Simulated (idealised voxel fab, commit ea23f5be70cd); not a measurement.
This is a process module. Its name is voxel capacitor over wiring.
For reference, the cross-section in this document is cut, with width 145 nm and square cells of 5 nm.
Cross-section layout: square cells on a grid; listed as bands, top to bottom; a band spans one or more cell rows.
This entry defines a band. It first specifies the height of the band's top and the height of its bottom in nm, and then specifies the band's materials from left to right, stating each material with its width in nm. The word "throughout" identifies a single material that fills the band from edge to edge, while the word "air" identifies empty space.
Heights are reckoned from 0. Under this level, the received wafer is all of one material. The bottommost band is open-ended downward, for example "z 0 and below".
Graded width ("30 to 40"): value in top row of band = first number; value in bottom row = second number; row-to-row change constant.
Step marked "no modifications"? Then no cell in the cross-section changed in it.
"Enclosed empty spaces" - sealed voids, min. 8 cells, no opening to top; format: width x height at distance (distance from left edge; nm throughout).
after a step's settings: what the simulator itself notes on the step
overlay nm: step with mask; distance mask lay right of planned place; negative value = left of planned place.
Steps in the process plan:
step 1: RECEIVE,material Si
step 2: CONFORMAL_DEP,material SiO2,thk nm 15
step 3: CONFORMAL_DEP,material SiCN,thk nm 5
step 4: DIRECTIONAL_DEP,material lowk,thk nm 15
step 5: PATTERN,tone open,mask id METAL_1,material resist,width nm 25,pitch nm 90,thk nm 15,overlay nm 0
step 6: DIRECTIONAL_ETCH,etch materials lowk,depth nm 15
step 7: DIRECTIONAL_ETCH,etch materials SiCN,depth nm 5
step 8: STRIP,etch materials resist
step 9: CONFORMAL_DEP,material TiN,thk nm 5
step 10: FILL_DEP,material Ru,thk nm 5
step 11: CMP,height nm 35
step 12: EPI,material Ru,thk nm 5
step 13: FILL_DEP,material SiCN,thk nm 5
step 14: DIRECTIONAL_DEP,material lowk,thk nm 10
step 15: MASKED_ETCH,tone open,mask id PLUG_1,width nm 15,etch materials lowk,depth nm 10,overlay nm 0
step 16: MASKED_ETCH,tone open,mask id PLUG_1,width nm 15,etch materials SiCN,depth nm 5,overlay nm 0
step 17: CONFORMAL_DEP,material TiN,thk nm 5
step 18: FILL_DEP,material Ru,thk nm 5
step 19: CMP,height nm 55
step 20: DIRECTIONAL_DEP,material TiN,thk nm 10
step 21: DIRECTIONAL_DEP,material SiN,thk nm 5
step 22: DIRECTIONAL_DEP,material TiN,thk nm 5
step 23: PATTERN,tone cover,mask id UPPER_PLATE,material resist,width nm 70,thk nm 20,overlay nm 0
step 24: DIRECTIONAL_ETCH,etch materials TiN,depth nm 5
step 25: DIRECTIONAL_ETCH,etch materials SiN,depth nm 5
step 26: STRIP,etch materials resist
step 27: MASKED_ETCH,tone cover,mask id LOWER_PLATE,width nm 80,etch materials TiN,depth nm 10,overlay nm 0
step 28: FILL_DEP,material SiO2,thk nm 15
step 29: CMP,height nm 85
step 30: PATTERN,tone open,mask id PLUG_2,material resist,width nm 15,thk nm 20,overlay nm 0
step 31: DIRECTIONAL_ETCH,etch materials SiO2,depth nm 10
step 32: STRIP,etch materials resist
step 33: CONFORMAL_DEP,material TiN,thk nm 5
step 34: FILL_DEP,material Ru,thk nm 10
step 35: CMP,height nm 85
step 36: CONFORMAL_DEP,material SiCN,thk nm 5
As received, after step 1:
> z 0 and below | Si throughout
> Enclosed empty spaces: none
Cross-section, first of two wafers, end of module, run as planned:
> z 90 to 85 | SiCN throughout
> z 85 to 80 | SiO2: 35, TiN: 5, Ru: 5, TiN: 5, SiO2: 95
> z 80 to 70 | SiO2: 35 to 25, TiN: 15 to 70, SiO2: 95 to 50
> z 70 to 65 | SiO2: 25, SiN: 70, SiO2: 50
> z 65 to 55 | SiO2: 20, TiN: 80, SiO2: 45
> z 55 to 45 | lowk: 25, TiN: 5, Ru: 5, TiN: 5, lowk: 105
> z 45 to 40 | SiCN: 25, TiN: 15, SiCN: 105
> z 40 to 35 | SiCN: 10, Ru: 35, SiCN: 55, Ru: 35, SiCN: 10
> z 35 to 20 | lowk: 15, TiN: 5, Ru: 15, TiN: 5, lowk: 65, TiN: 5, Ru: 15, TiN: 5, lowk: 15
> z 20 to 15 | SiCN: 15, TiN: 25, SiCN: 65, TiN: 25, SiCN: 15
> z 15 to 0 | SiO2 throughout
> z 0 and below | Si throughout
> Enclosed empty spaces: none
Cross-sectional image of the second wafer of the two following completion of the module. Starting state and process plan were the same as for the first wafer; one execution error occurred:
> z 90 to 85 | SiCN throughout
> z 85 to 80 | SiO2: 35, TiN: 5, Ru: 5, TiN: 5, SiO2: 95
> z 80 to 70 | SiO2: 35 to 25, TiN: 15 to 70, SiO2: 95 to 50
> z 70 to 65 | SiO2: 25, SiN: 70, SiO2: 50
> z 65 to 55 | SiO2: 20, TiN: 80, SiO2: 45
> z 55 to 45 | lowk: 25, TiN: 5, Ru: 5, TiN: 5, lowk: 105
> z 45 to 40 | SiCN: 25, TiN: 15, SiCN: 105
> z 40 to 35 | SiCN: 10, Ru: 35, SiCN: 55, Ru: 35, SiCN: 10
> z 35 to 25 | lowk: 15, TiN: 5, Ru: 15, TiN: 5, lowk: 65, TiN: 5, Ru: 15, TiN: 5, lowk: 15
> z 25 to 20 | lowk: 15, TiN: 25, lowk: 65, TiN: 25, lowk: 15
> z 20 to 5 | SiO2 throughout
> z 5 to 0 | SiCN throughout
> z 0 and below | Si throughout
> Enclosed empty spaces: none
Processing error: so 2 and 3 got swapped relative to the plan, each ran where the other was supposed to
Looking at both finished wafers in cells, the second ends up ahead of or behind the first on some materials: Ru: 6 fewer | SiCN: 10 more | TiN: 4 fewer
